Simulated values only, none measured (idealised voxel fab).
The name of this process module is voxel transistor to metal.
The cross-section shown here is cut; it is 270 nm wide and divided into square cells measuring 5 nm on a side.
Cross-section = grid of square cells, listed top down in bands; band = one or more rows. The entry gives the band's vertical extent as a top height and a bottom height in nm, then its horizontal make-up as materials from left to right, each with a width in nm. "blank" stands for empty space; a single material marked "throughout" fills the band edge to edge. Heights are expressed relative to 0, this being the level below which the as-received wafer comprises one material exclusively. The lowest band is unbounded in the downward direction and is denoted as in "0 down". A width such as "30..40" changes by the same amount from each row of cells to the next, from the band's top row to its bottom row. Step marked "no modification"? Then no cell in the cross-section changed in it. "Trapped voids" lists enclosed empty spaces (at least 8 cells, no open path upward to the top), each as width x height at distance from the left edge, in nm. Heads up: the bit after the settings on a step's line is the simulator's remark on that step. On any step carrying a mask, the "overlay nm" setting, if present on the step's line, tells how far right of its planned place the mask lay; negative values point to the left.
Listed below are the process steps as planned
1,RECEIVE,material Si
2,OXIDIZE,depth nm 5
3,CONFORMAL_DEP,material SiN,thk nm 15
4,DIRECTIONAL_DEP,material aC,thk nm 10
5,PATTERN,tone cover,mask id ACTIVE,material resist,width nm 105,pitch nm 135,thk nm 30,overlay nm 0
6,DIRECTIONAL_ETCH,etch materials aC,depth nm 10
7,STRIP,etch materials resist
8,DIRECTIONAL_ETCH,etch materials SiN,depth nm 15
9,DIRECTIONAL_ETCH,etch materials SiO2,depth nm 5
10,DIRECTIONAL_ETCH,etch materials Si,depth nm 35
11,STRIP,etch materials aC
12,OXIDIZE,depth nm 5
13,FILL_DEP,material SiO2,thk nm 15
14,CMP,height nm 15
15,SELECTIVE_ETCH,etch materials SiO2,depth nm 15
16,STRIP,etch materials SiN
17,SELECTIVE_ETCH,etch materials SiO2,depth nm 5
18,OXIDIZE,depth nm 5
19,DIRECTIONAL_DEP,material polySi,thk nm 25
20,DIRECTIONAL_DEP,material SiCN,thk nm 10
21,PATTERN,tone cover,mask id GATE,material resist,width nm 25,pitch nm 135,thk nm 15,overlay nm 0
22,DIRECTIONAL_ETCH,etch materials SiCN,depth nm 20
23,DIRECTIONAL_ETCH,etch materials polySi,depth nm 35
24,STRIP,etch materials resist
25,CONFORMAL_DEP,material SiO2,thk nm 5
26,DIRECTIONAL_ETCH,etch materials SiO2,depth nm 5
27,CONFORMAL_DEP,material SiN,thk nm 5
28,DIRECTIONAL_ETCH,etch materials SiN,depth nm 5
29,DIRECTIONAL_ETCH,etch materials SiO2,depth nm 5
30,DIRECTIONAL_ETCH,etch materials Si,depth nm 10
31,EPI,material pSi,thk nm 15
32,FILL_DEP,material SiO2,thk nm 5
33,CMP,height nm 30
34,DIRECTIONAL_DEP,material SiO2,thk nm 10
35,MASKED_ETCH,tone open,mask id CONTACT,width nm 15,etch materials SiO2,depth nm 45,overlay nm 0
36,CONFORMAL_DEP,material TiN,thk nm 5
37,FILL_DEP,material W,thk nm 10
38,CMP,height nm 40
39,DIRECTIONAL_DEP,material TiN,thk nm 5
40,DIRECTIONAL_DEP,material W,thk nm 25
41,PATTERN,tone cover,mask id METAL_1,material resist,width nm 15,thk nm 20,overlay nm 0
42,DIRECTIONAL_ETCH,etch materials W,depth nm 25
43,DIRECTIONAL_ETCH,etch materials TiN,depth nm 5
44,STRIP,etch materials resist
45,CONFORMAL_DEP,material SiCN,thk nm 5
46,FILL_DEP,material SiO2,thk nm 5
47,CMP,height nm 70
48,CONFORMAL_DEP,material SiCN,thk nm 5
Incoming wafer in cross-section (state: after step 1)
    0 down = Si throughout
    Trapped voids: none
Module complete - cross-section of the first of two wafers, run according to plan
    75 to 70 = SiCN throughout
    70 to 45 = 15 nm SiO2 / 5 nm SiCN / 15 nm W / 5 nm SiCN / 55 nm SiO2 / 5 nm SiCN / 15 nm W / 5 nm SiCN / 30 nm SiO2 / 5 nm SiCN / 15 nm W / 5 nm SiCN / 55 nm SiO2 / 5 nm SiCN / 15 nm W / 5 nm SiCN / 15 nm SiO2
    45 to 40 = 20 nm SiCN / 15 nm TiN / 65 nm SiCN / 15 nm TiN / 40 nm SiCN / 15 nm TiN / 65 nm SiCN / 15 nm TiN / 20 nm SiCN
    40 to 30 = 20 nm SiO2 / 5 nm TiN / 5 nm W / 5 nm TiN / 65 nm SiO2 / 5 nm TiN / 5 nm W / 5 nm TiN / 40 nm SiO2 / 5 nm TiN / 5 nm W / 5 nm TiN / 65 nm SiO2 / 5 nm TiN / 5 nm W / 5 nm TiN / 20 nm SiO2
    30 to 20 = 20 nm SiO2 / 5 nm TiN / 5 nm W / 5 nm TiN / 10 nm SiO2 / 5 nm SiN / 5 nm SiO2 / 25 nm SiCN / 5 nm SiO2 / 5 nm SiN / 10 nm SiO2 / 5 nm TiN / 5 nm W / 5 nm TiN / 40 nm SiO2 / 5 nm TiN / 5 nm W / 5 nm TiN / 10 nm SiO2 / 5 nm SiN / 5 nm SiO2 / 25 nm SiCN / 5 nm SiO2 / 5 nm SiN / 10 nm SiO2 / 5 nm TiN / 5 nm W / 5 nm TiN / 20 nm SiO2
    20 to 10 = 20 nm SiO2 / 5 nm TiN / 5 nm W / 5 nm TiN / 10 nm SiO2 / 5 nm SiN / 5 nm SiO2 / 25 nm polySi / 5 nm SiO2 / 5 nm SiN / 10 nm SiO2 / 5 nm TiN / 5 nm W / 5 nm TiN / 40 nm SiO2 / 5 nm TiN / 5 nm W / 5 nm TiN / 10 nm SiO2 / 5 nm SiN / 5 nm SiO2 / 25 nm polySi / 5 nm SiO2 / 5 nm SiN / 10 nm SiO2 / 5 nm TiN / 5 nm W / 5 nm TiN / 20 nm SiO2
    10 to 5 = 20 nm SiO2 / 15 nm TiN / 10 nm SiO2 / 5 nm SiN / 5 nm SiO2 / 25 nm polySi / 5 nm SiO2 / 5 nm SiN / 10 nm SiO2 / 15 nm TiN / 40 nm SiO2 / 15 nm TiN / 10 nm SiO2 / 5 nm SiN / 5 nm SiO2 / 25 nm polySi / 5 nm SiO2 / 5 nm SiN / 10 nm SiO2 / 15 nm TiN / 20 nm SiO2
    5 to -5 = 20 nm SiO2 / 10 nm TiN / 15 nm pSi / 5 nm SiN / 5 nm SiO2 / 25 nm polySi / 5 nm SiO2 / 5 nm SiN / 15 nm pSi / 10 nm TiN / 40 nm SiO2 / 10 nm TiN / 15 nm pSi / 5 nm SiN / 5 nm SiO2 / 25 nm polySi / 5 nm SiO2 / 5 nm SiN / 15 nm pSi / 10 nm TiN / 20 nm SiO2
    -5 to -10 = 15 nm SiO2 / 30 nm pSi / 45 nm SiO2 / 30 nm pSi / 30 nm SiO2 / 30 nm pSi / 45 nm SiO2 / 30 nm pSi / 15 nm SiO2
    -10 to -20 = 20 nm SiO2 / 25 nm pSi / 45 nm Si / 25 nm pSi / 40 nm SiO2 / 25 nm pSi / 45 nm Si / 25 nm pSi / 20 nm SiO2
    -20 to -45 = 20 nm SiO2 / 95 nm Si / 40 nm SiO2 / 95 nm Si / 20 nm SiO2
    -45 down = Si throughout
    Trapped voids: none
Presented here is a cross-section of the second of the two wafers as it stood at the end of the module. It was started in the same manner and assigned the same plan as the first wafer; however, one mistake was made in its execution
    75 to 70 = SiCN throughout
    70 to 45 = 15 nm SiO2 / 5 nm SiCN / 15 nm W / 5 nm SiCN / 55 nm SiO2 / 5 nm SiCN / 15 nm W / 5 nm SiCN / 30 nm SiO2 / 5 nm SiCN / 15 nm W / 5 nm SiCN / 55 nm SiO2 / 5 nm SiCN / 15 nm W / 5 nm SiCN / 15 nm SiO2
    45 to 40 = 20 nm SiCN / 15 nm TiN / 65 nm SiCN / 15 nm TiN / 40 nm SiCN / 15 nm TiN / 65 nm SiCN / 15 nm TiN / 20 nm SiCN
    40 to 30 = 20 nm SiO2 / 5 nm TiN / 5 nm W / 5 nm TiN / 65 nm SiO2 / 5 nm TiN / 5 nm W / 5 nm TiN / 40 nm SiO2 / 5 nm TiN / 5 nm W / 5 nm TiN / 65 nm SiO2 / 5 nm TiN / 5 nm W / 5 nm TiN / 20 nm SiO2
    30 to 20 = 20 nm SiO2 / 5 nm TiN / 5 nm W / 5 nm TiN / 10 nm SiO2 / 5 nm SiN / 5 nm SiO2 / 25 nm SiCN / 5 nm SiO2 / 5 nm SiN / 10 nm SiO2 / 5 nm TiN / 5 nm W / 5 nm TiN / 40 nm SiO2 / 5 nm TiN / 5 nm W / 5 nm TiN / 10 nm SiO2 / 5 nm SiN / 5 nm SiO2 / 25 nm SiCN / 5 nm SiO2 / 5 nm SiN / 10 nm SiO2 / 5 nm TiN / 5 nm W / 5 nm TiN / 20 nm SiO2
    20 to 15 = 20 nm SiO2 / 5 nm TiN / 5 nm W / 5 nm TiN / 10 nm SiO2 / 5 nm SiN / 5 nm SiO2 / 25 nm polySi / 5 nm SiO2 / 5 nm SiN / 10 nm SiO2 / 5 nm TiN / 5 nm W / 5 nm TiN / 40 nm SiO2 / 5 nm TiN / 5 nm W / 5 nm TiN / 10 nm SiO2 / 5 nm SiN / 5 nm SiO2 / 25 nm polySi / 5 nm SiO2 / 5 nm SiN / 10 nm SiO2 / 5 nm TiN / 5 nm W / 5 nm TiN / 20 nm SiO2
    15 to 10 = 20 nm SiO2 / 15 nm TiN / 10 nm SiO2 / 5 nm SiN / 5 nm SiO2 / 25 nm polySi / 5 nm SiO2 / 5 nm SiN / 10 nm SiO2 / 15 nm TiN / 40 nm SiO2 / 15 nm TiN / 10 nm SiO2 / 5 nm SiN / 5 nm SiO2 / 25 nm polySi / 5 nm SiO2 / 5 nm SiN / 10 nm SiO2 / 15 nm TiN / 20 nm SiO2
    10 to 0 = 20 nm SiO2 / 5 nm TiN / 20 nm pSi / 5 nm SiN / 5 nm SiO2 / 25 nm polySi / 5 nm SiO2 / 5 nm SiN / 20 nm pSi / 5 nm TiN / 40 nm SiO2 / 5 nm TiN / 20 nm pSi / 5 nm SiN / 5 nm SiO2 / 25 nm polySi / 5 nm SiO2 / 5 nm SiN / 20 nm pSi / 5 nm TiN / 20 nm SiO2
    0 to -5 = 10 nm SiO2 / 35 nm pSi / 5 nm SiN / 5 nm SiO2 / 25 nm polySi / 5 nm SiO2 / 5 nm SiN / 35 nm pSi / 20 nm SiO2 / 35 nm pSi / 5 nm SiN / 5 nm SiO2 / 25 nm polySi / 5 nm SiO2 / 5 nm SiN / 35 nm pSi / 10 nm SiO2
    -5 to -10 = 10 nm SiO2 / 35 nm pSi / 45 nm SiO2 / 35 nm pSi / 20 nm SiO2 / 35 nm pSi / 45 nm SiO2 / 35 nm pSi / 10 nm SiO2
    -10 to -20 = 20 nm SiO2 / 25 nm pSi / 45 nm Si / 25 nm pSi / 40 nm SiO2 / 25 nm pSi / 45 nm Si / 25 nm pSi / 20 nm SiO2
    -20 to -45 = 20 nm SiO2 / 95 nm Si / 40 nm SiO2 / 95 nm Si / 20 nm SiO2
    -45 down = Si throughout
    Trapped voids: none
What broke from the plan during processing? so step 31 ended up running with a different setting than we planned, it ran as EPI,material pSi,thk nm 20
The final cell counts differ between the wafers, with the second having more or fewer of some materials than the first: 20 fewer of SiO2; 16 fewer of TiN; 4 fewer of W; 40 more of pSi
